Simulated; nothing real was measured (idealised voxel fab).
process module | voxel capacitor over wiring
cross-section cut | 245 nm wide | cells 5 nm
A cross-section is a grid of square cells, given in bands from the top down. A band is one or more rows of cells.
Each band's line starts with the height of the band's top and of its bottom, in nm. Then come its materials from left to right, each with its width in nm. One material with "throughout" fills the band from edge to edge. "air" is empty space.
Height 0 is the level under which the wafer as received is all one material. The lowest band goes on downwards, as in "0 down".
A width such as "30 to 40" changes by the same amount from each row of cells to the next, from the band's top row to its bottom row.
"no change" after a step means that no cell of the cross-section changed.
closed voids: empty space of 8 cells or more with no open way to the top, each as width x height at its distance from the left edge, in nm
after a step's settings: what the simulator itself notes on the step
overlay nm, on a step with a mask: how far to the right of its planned place the mask lay; to the left if negative
plan
1 op RECEIVE | material Si
2 op CONFORMAL_DEP | material SiO2 | thk nm 10
3 op DIRECTIONAL_DEP | material TiN | thk nm 5
4 op DIRECTIONAL_DEP | material Ru | thk nm 15
5 op PATTERN | tone cover | mask id METAL_1 | material resist | width nm 20 | pitch nm 85 | thk nm 20 | overlay nm 0
6 op DIRECTIONAL_ETCH | etch materials Ru | depth nm 15
7 op DIRECTIONAL_ETCH | etch materials TiN | depth nm 5
8 op STRIP | etch materials resist
9 op CONFORMAL_DEP | material SiN | thk nm 5
10 op FILL_DEP | material SiO2 | thk nm 10
11 op CMP | height nm 30
12 op CONFORMAL_DEP | material SiCN | thk nm 5
13 op DIRECTIONAL_DEP | material SiO2 | thk nm 15
14 op DIRECTIONAL_DEP | material aC | thk nm 10
15 op PATTERN | tone open | mask id PLUG_1 | material resist | width nm 15 | thk nm 25 | overlay nm 0
16 op DIRECTIONAL_ETCH | etch materials aC | depth nm 10
17 op STRIP | etch materials resist
18 op DIRECTIONAL_ETCH | etch materials SiO2 | depth nm 15
19 op DIRECTIONAL_ETCH | etch materials SiCN | depth nm 5
20 op STRIP | etch materials aC
21 op EPI | material Ru | thk nm 10
22 op EPI | material Ru | thk nm 10
23 op DIRECTIONAL_DEP | material TiN | thk nm 10
24 op DIRECTIONAL_DEP | material SiN | thk nm 5
25 op DIRECTIONAL_DEP | material TiN | thk nm 10
26 op PATTERN | tone cover | mask id UPPER_PLATE | material resist | width nm 70 | thk nm 15 | overlay nm 0
27 op DIRECTIONAL_ETCH | etch materials TiN | depth nm 10
28 op DIRECTIONAL_ETCH | etch materials SiN | depth nm 5
29 op STRIP | etch materials resist
30 op PATTERN | tone cover | mask id LOWER_PLATE | material resist | width nm 80 | thk nm 15 | overlay nm 0
31 op DIRECTIONAL_ETCH | etch materials TiN | depth nm 10
32 op STRIP | etch materials resist
33 op FILL_DEP | material SiO2 | thk nm 20
34 op CMP | height nm 90
35 op PATTERN | tone open | mask id PLUG_2 | material resist | width nm 15 | thk nm 15 | overlay nm 0
36 op DIRECTIONAL_ETCH | etch materials SiO2 | depth nm 15
37 op STRIP | etch materials resist
38 op CONFORMAL_DEP | material TiN | thk nm 5
39 op FILL_DEP | material W | thk nm 10
40 op CMP | height nm 90
41 op CONFORMAL_DEP | material SiN | thk nm 5
as received, after step 1
  0 down: Si throughout
  closed voids: none
first wafer at the end, as planned
  95 to 90: SiN throughout
  90 to 80: SiO2 85 | TiN 5 | W 5 | TiN 5 | SiO2 145
  80 to 75: SiO2 85 | TiN 15 | SiO2 145
  75 to 65: SiO2 75 | TiN 70 | SiO2 100
  65 to 60: SiO2 75 | SiN 70 | SiO2 100
  60 to 50: SiO2 70 | TiN 80 | SiO2 95
  50 to 35: SiO2 75 | Ru 15 | SiO2 155
  35 to 30: SiCN 75 | Ru 15 | SiCN 155
  30 to 15: SiO2 65 | SiN 5 | Ru 20 | SiN 5 | SiO2 55 | SiN 5 | Ru 20 | SiN 5 | SiO2 65
  15 to 10: SiN 70 | TiN 20 | SiN 65 | TiN 20 | SiN 70
  10 to 0: SiO2 throughout
  0 down: Si throughout
  closed voids: none
second wafer at the end: like start, like plan, one mistake
  95 to 90: SiN throughout
  90 to 85: W throughout
  85 to 80: TiN 90 | W 5 | TiN 150
  80 to 75: SiO2 85 | TiN 15 | SiO2 145
  75 to 65: SiO2 75 | TiN 70 | SiO2 100
  65 to 60: SiO2 75 | SiN 70 | SiO2 100
  60 to 50: SiO2 70 | TiN 80 | SiO2 95
  50 to 35: SiO2 75 | Ru 15 | SiO2 155
  35 to 30: SiCN 75 | Ru 15 | SiCN 155
  30 to 15: SiO2 65 | SiN 5 | Ru 20 | SiN 5 | SiO2 55 | SiN 5 | Ru 20 | SiN 5 | SiO2 65
  15 to 10: SiN 70 | TiN 20 | SiN 65 | TiN 20 | SiN 70
  10 to 0: SiO2 throughout
  0 down: Si throughout
  closed voids: none
what went wrong: step 34 ran as: op CMP | height nm 80
at the end the second wafer has, in cells: 92 fewer of SiO2 | 44 more of TiN | 48 more of W
